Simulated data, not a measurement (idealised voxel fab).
Process module under the name voxel fin reveal
Cross-section cut: width 205 nm, square cells of 5 nm.
Format of a cross-section: grid, square cells. Given as bands. Order: top down. Band: one or more rows of cells. For a band, the entry starts with two heights in nm, that of the top and then that of the bottom, and carries on with the band's materials in order from left to right, each alongside its width in nm; the word "throughout" beside a single material means it fills the band edge to edge, and "blank" means empty space. Beneath 0, the wafer as received is one material, and that level is where height counting begins. The lowest band goes on downward without a bottom; it is written like "0 down". The width entry "30->40" should be interpreted row by row: the top row of cells in the band takes the first number, the bottom row takes the second number, and the change between adjacent rows is uniform throughout. "no alteration" for a step: no cell of the cross-section changed in that step. "Closed cavity list" contains a list of empty spaces, each no smaller than 8 cells and without an open way to the top, written in the form width x height at distance with the distance from the left edge and all three in nm. On each step's line, the part that comes after the settings is the simulator's own comment on the step. Among the settings permitted on a step's line is "overlay nm"; applied to a step with a mask, it specifies the extent to which the mask lay to the right of its planned position, whereas a negative figure signifies a position to the left.

**Here's what the planned process steps look like**
1 op RECEIVE | material Si
2 op CONFORMAL_DEP | material SiN | thk nm 5
3 op DIRECTIONAL_DEP | material aC | thk nm 10
4 op PATTERN | tone cover | mask id FINS | material resist | width nm 15 | pitch nm 40 | thk nm 25 | overlay nm 0
5 op DIRECTIONAL_ETCH | etch materials aC | depth nm 10
6 op STRIP | etch materials resist
7 op DIRECTIONAL_ETCH | etch materials SiN | depth nm 5
8 op DIRECTIONAL_ETCH | etch materials Si | depth nm 35
9 op STRIP | etch materials aC
10 op OXIDIZE | depth nm 5
11 op FILL_DEP | material SiO2 | thk nm 5
12 op CMP | height nm 5
13 op SELECTIVE_ETCH | etch materials SiO2 | depth nm 15
14 op STRIP | etch materials SiN
15 op CONFORMAL_DEP | material SiO2 | thk nm 5

**What follows covers the first of two wafers; it ran as planned**

**Shown in cross-section is the wafer as received, that is, as it stands after step 1**
0 down  Si throughout
Closed cavity list: none

**How the wafer stands in section after step 2**
5 to 0  SiN throughout
Anything lower than 0 is untouched.

**How the wafer stands in section after step 3**
15 to 5  aC throughout
Anything lower than 5 is untouched.

**How the wafer stands in section after step 4**
40 to 15  35 blank / 15 resist / 25 blank / 15 resist / 25 blank / 15 resist / 25 blank / 15 resist / 35 blank
Anything lower than 15 is untouched.

**How the wafer stands in section after step 5**
30 to 15  35 blank / 15 resist / 25 blank / 15 resist / 25 blank / 15 resist / 25 blank / 15 resist / 35 blank
15 to 5  35 blank / 15 aC / 25 blank / 15 aC / 25 blank / 15 aC / 25 blank / 15 aC / 35 blank
Anything lower than 5 is untouched.

**How the wafer stands in section after step 6**
15 to 5  35 blank / 15 aC / 25 blank / 15 aC / 25 blank / 15 aC / 25 blank / 15 aC / 35 blank
Anything lower than 5 is untouched.

**How the wafer stands in section after step 7**
15 to 5  35 blank / 15 aC / 25 blank / 15 aC / 25 blank / 15 aC / 25 blank / 15 aC / 35 blank
5 to 0  35 blank / 15 SiN / 25 blank / 15 SiN / 25 blank / 15 SiN / 25 blank / 15 SiN / 35 blank
Anything lower than 0 is untouched.

**How the wafer stands in section after step 8**
15 to 5  35 blank / 15 aC / 25 blank / 15 aC / 25 blank / 15 aC / 25 blank / 15 aC / 35 blank
5 to 0  35 blank / 15 SiN / 25 blank / 15 SiN / 25 blank / 15 SiN / 25 blank / 15 SiN / 35 blank
0 to -35  35 blank / 15 Si / 25 blank / 15 Si / 25 blank / 15 Si / 25 blank / 15 Si / 35 blank
Anything lower than -35 is untouched.

**How the wafer stands in section after step 9**
5 to 0  35 blank / 15 SiN / 25 blank / 15 SiN / 25 blank / 15 SiN / 25 blank / 15 SiN / 35 blank
Anything lower than 0 is untouched.

**How the wafer stands in section after step 10**
5 to 0  35 blank / 15 SiN / 25 blank / 15 SiN / 25 blank / 15 SiN / 25 blank / 15 SiN / 35 blank
0 to -35  35 blank / 5 SiO2 / 5 Si / 5 SiO2 / 25 blank / 5 SiO2 / 5 Si / 5 SiO2 / 25 blank / 5 SiO2 / 5 Si / 5 SiO2 / 25 blank / 5 SiO2 / 5 Si / 5 SiO2 / 35 blank
-35 to -40  40 SiO2 / 5 Si / 35 SiO2 / 5 Si / 35 SiO2 / 5 Si / 35 SiO2 / 5 Si / 40 SiO2
Anything lower than -40 is untouched.

**How the wafer stands in section after step 11**
10 to 5  SiO2 throughout
5 to 0  35 SiO2 / 15 SiN / 25 SiO2 / 15 SiN / 25 SiO2 / 15 SiN / 25 SiO2 / 15 SiN / 35 SiO2
0 to -40  40 SiO2 / 5 Si / 35 SiO2 / 5 Si / 35 SiO2 / 5 Si / 35 SiO2 / 5 Si / 40 SiO2
Anything lower than -40 is untouched.

**How the wafer stands in section after step 12**
5 to 0  35 SiO2 / 15 SiN / 25 SiO2 / 15 SiN / 25 SiO2 / 15 SiN / 25 SiO2 / 15 SiN / 35 SiO2
Anything lower than 0 is untouched.

**How the wafer stands in section after step 13**
5 to 0  35 blank / 15 SiN / 25 blank / 15 SiN / 25 blank / 15 SiN / 25 blank / 15 SiN / 35 blank
0 to -10  40 blank / 5 Si / 35 blank / 5 Si / 35 blank / 5 Si / 35 blank / 5 Si / 40 blank
Anything lower than -10 is untouched.

**How the wafer stands in section after step 14**
0 to -10  40 blank / 5 Si / 35 blank / 5 Si / 35 blank / 5 Si / 35 blank / 5 Si / 40 blank
Anything lower than -10 is untouched.

**How the wafer stands in section after step 15**
5 to 0  35 blank / 15 SiO2 / 25 blank / 15 SiO2 / 25 blank / 15 SiO2 / 25 blank / 15 SiO2 / 35 blank
0 to -5  35 blank / 5 SiO2 / 5 Si / 5 SiO2 / 25 blank / 5 SiO2 / 5 Si / 5 SiO2 / 25 blank / 5 SiO2 / 5 Si / 5 SiO2 / 25 blank / 5 SiO2 / 5 Si / 5 SiO2 / 35 blank
-5 to -40  40 SiO2 / 5 Si / 35 SiO2 / 5 Si / 35 SiO2 / 5 Si / 35 SiO2 / 5 Si / 40 SiO2
Anything lower than -40 is untouched.

**What follows concerns the second wafer, which started out like the first and was meant to follow the very same plan; one mistake crept in when it was run, but everything up to and including step 7 is the same as for the first wafer**

**Cross-section, second wafer, at the end time the plan gives for step 8**
15 to 5  35 blank / 15 aC / 25 blank / 15 aC / 25 blank / 15 aC / 25 blank / 15 aC / 35 blank
5 to 0  35 blank / 15 SiN / 25 blank / 15 SiN / 25 blank / 15 SiN / 25 blank / 15 SiN / 35 blank
0 to -25  35 blank / 15 Si / 25 blank / 15 Si / 25 blank / 15 Si / 25 blank / 15 Si / 35 blank
Anything lower than -25 is untouched.

**Cross-section, second wafer, at the end time the plan gives for step 9**
5 to 0  35 blank / 15 SiN / 25 blank / 15 SiN / 25 blank / 15 SiN / 25 blank / 15 SiN / 35 blank
Anything lower than 0 is untouched.

**Cross-section, second wafer, at the end time the plan gives for step 10**
5 to 0  35 blank / 15 SiN / 25 blank / 15 SiN / 25 blank / 15 SiN / 25 blank / 15 SiN / 35 blank
0 to -25  35 blank / 5 SiO2 / 5 Si / 5 SiO2 / 25 blank / 5 SiO2 / 5 Si / 5 SiO2 / 25 blank / 5 SiO2 / 5 Si / 5 SiO2 / 25 blank / 5 SiO2 / 5 Si / 5 SiO2 / 35 blank
-25 to -30  40 SiO2 / 5 Si / 35 SiO2 / 5 Si / 35 SiO2 / 5 Si / 35 SiO2 / 5 Si / 40 SiO2
Anything lower than -30 is untouched.

**Cross-section, second wafer, at the end time the plan gives for step 11**
10 to 5  SiO2 throughout
5 to 0  35 SiO2 / 15 SiN / 25 SiO2 / 15 SiN / 25 SiO2 / 15 SiN / 25 SiO2 / 15 SiN / 35 SiO2
0 to -30  40 SiO2 / 5 Si / 35 SiO2 / 5 Si / 35 SiO2 / 5 Si / 35 SiO2 / 5 Si / 40 SiO2
Anything lower than -30 is untouched.

**Cross-section, second wafer, at the end time the plan gives for step 12**
5 to 0  35 SiO2 / 15 SiN / 25 SiO2 / 15 SiN / 25 SiO2 / 15 SiN / 25 SiO2 / 15 SiN / 35 SiO2
Anything lower than 0 is untouched.

**Cross-section, second wafer, at the end time the plan gives for step 13**
5 to 0  35 blank / 15 SiN / 25 blank / 15 SiN / 25 blank / 15 SiN / 25 blank / 15 SiN / 35 blank
0 to -10  40 blank / 5 Si / 35 blank / 5 Si / 35 blank / 5 Si / 35 blank / 5 Si / 40 blank
Anything lower than -10 is untouched.

**Cross-section, second wafer, at the end time the plan gives for step 14**
0 to -10  40 blank / 5 Si / 35 blank / 5 Si / 35 blank / 5 Si / 35 blank / 5 Si / 40 blank
Anything lower than -10 is untouched.

**Cross-section, second wafer, at the end time the plan gives for step 15**
5 to 0  35 blank / 15 SiO2 / 25 blank / 15 SiO2 / 25 blank / 15 SiO2 / 25 blank / 15 SiO2 / 35 blank
0 to -5  35 blank / 5 SiO2 / 5 Si / 5 SiO2 / 25 blank / 5 SiO2 / 5 Si / 5 SiO2 / 25 blank / 5 SiO2 / 5 Si / 5 SiO2 / 25 blank / 5 SiO2 / 5 Si / 5 SiO2 / 35 blank
-5 to -30  40 SiO2 / 5 Si / 35 SiO2 / 5 Si / 35 SiO2 / 5 Si / 35 SiO2 / 5 Si / 40 SiO2
Anything lower than -30 is untouched.
What broke from the plan during processing? heads up, step 8 didn't go per plan, it actually ran as op DIRECTIONAL_ETCH | etch materials Si | depth nm 25
Final tally in cells, some materials are higher or lower on the second wafer than on the first: Si: 74 more; SiO2: 74 fewer
